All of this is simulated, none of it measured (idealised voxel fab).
The process module that follows is named voxel air gaps.
Section cut is 205 nm wide and gridded with 5 nm square cells.
Bands, listed from the top down, are how a cross-section gets written in this document; the cross-section itself is a grid of square cells, and a band is one or more rows of them.
First you get the band's top height and its bottom height, in nm, and then the materials it's made of, left to right, with each width in nm. If you see a single material with "everywhere", that one covers the band edge to edge. "air" is empty space.
We count height from 0. Below that, the starting wafer is all one material. The lowest band never ends at the bottom but goes on down; see "from 0 down" for how that is written.
The two numbers in a width such as "30->40" mark its ends across the band: the first belongs to the top row of cells, the second to the bottom row, and from each row to the next the width moves by the same amount.
"nothing was modified" (step): cross-section cells unchanged, all of them.
"Entrapped void list": sealed empty spaces, 8 cells or more, no open way to top, listed width x height at distance, with distance from the left edge and width, height and distance in nm.
Text after the settings on a step's line: the simulator's own remark on that step.
overlay nm, on a step with a mask: how far to the right of its planned place the mask lay; to the left if negative

[Steps planned for the process]
1. RECEIVE: material Si
2. CONFORMAL_DEP: material SiO2, thk nm 10
3. CONFORMAL_DEP: material SiN, thk nm 5
4. DIRECTIONAL_DEP: material lowk, thk nm 35
5. PATTERN: tone open, mask id LINES, material resist, width nm 20, pitch nm 50, thk nm 20, overlay nm 0
6. DIRECTIONAL_ETCH: etch materials lowk, depth nm 35
7. STRIP: etch materials resist
8. CONFORMAL_DEP: material TiN, thk nm 5
9. FILL_DEP: material Cu, thk nm 10
10. CMP: height nm 50
11. EPI: material Ru, thk nm 10
12. SELECTIVE_ETCH: etch materials lowk, depth nm 45
13. CONFORMAL_DEP: material SiCN, thk nm 5

[Step 1 complete: cross-section of the wafer as received]
	from 0 down | Si everywhere
	Entrapped void list: none

[Wafer cross-section at module end: first of two, run to plan]
	from 65 to 60 | air (25), SiCN (150), air (30)
	from 60 to 50 | air (25), SiCN (5), Ru (40), SiCN (10), Ru (40), SiCN (10), Ru (40), SiCN (5), air (30)
	from 50 to 45 | air (25), SiCN (15), TiN (5), Cu (10), TiN (5), SiCN (30), TiN (5), Cu (10), TiN (5), SiCN (30), TiN (5), Cu (10), TiN (5), SiCN (15), air (30)
	from 45 to 20 | air (35), SiCN (5), TiN (5), Cu (10), TiN (5), SiCN (5), air (20), SiCN (5), TiN (5), Cu (10), TiN (5), SiCN (5), air (20), SiCN (5), TiN (5), Cu (10), TiN (5), SiCN (5), air (40)
	from 20 to 15 | SiCN (40), TiN (20), SiCN (30), TiN (20), SiCN (30), TiN (20), SiCN (45)
	from 15 to 10 | SiN everywhere
	from 10 to 0 | SiO2 everywhere
	from 0 down | Si everywhere
	Entrapped void list: 20 x 25 at 65; 20 x 25 at 115

[Cross-section, second wafer: same start as the first, same plan as the first, one mistake in running it; taken at the end of the module]
	from 65 to 60 | air (35), SiCN (150), air (20)
	from 60 to 50 | air (35), SiCN (5), Ru (40), SiCN (10), Ru (40), SiCN (10), Ru (40), SiCN (5), air (20)
	from 50 to 45 | air (35), SiCN (15), TiN (5), Cu (10), TiN (5), SiCN (30), TiN (5), Cu (10), TiN (5), SiCN (30), TiN (5), Cu (10), TiN (5), SiCN (15), air (20)
	from 45 to 20 | air (45), SiCN (5), TiN (5), Cu (10), TiN (5), SiCN (5), air (20), SiCN (5), TiN (5), Cu (10), TiN (5), SiCN (5), air (20), SiCN (5), TiN (5), Cu (10), TiN (5), SiCN (5), air (30)
	from 20 to 15 | SiCN (50), TiN (20), SiCN (30), TiN (20), SiCN (30), TiN (20), SiCN (35)
	from 15 to 10 | SiN everywhere
	from 10 to 0 | SiO2 everywhere
	from 0 down | Si everywhere
	Entrapped void list: 20 x 25 at 75; 20 x 25 at 125
The mistake made against the process plan was this: step 5 ran differently from the plan; actual operation with settings: PATTERN: tone open, mask id LINES, material resist, width nm 20, pitch nm 50, thk nm 20, overlay nm 10
Comparing end states, the material composition by cell count is preserved from the first wafer to the second, while the locations of the cells are not.
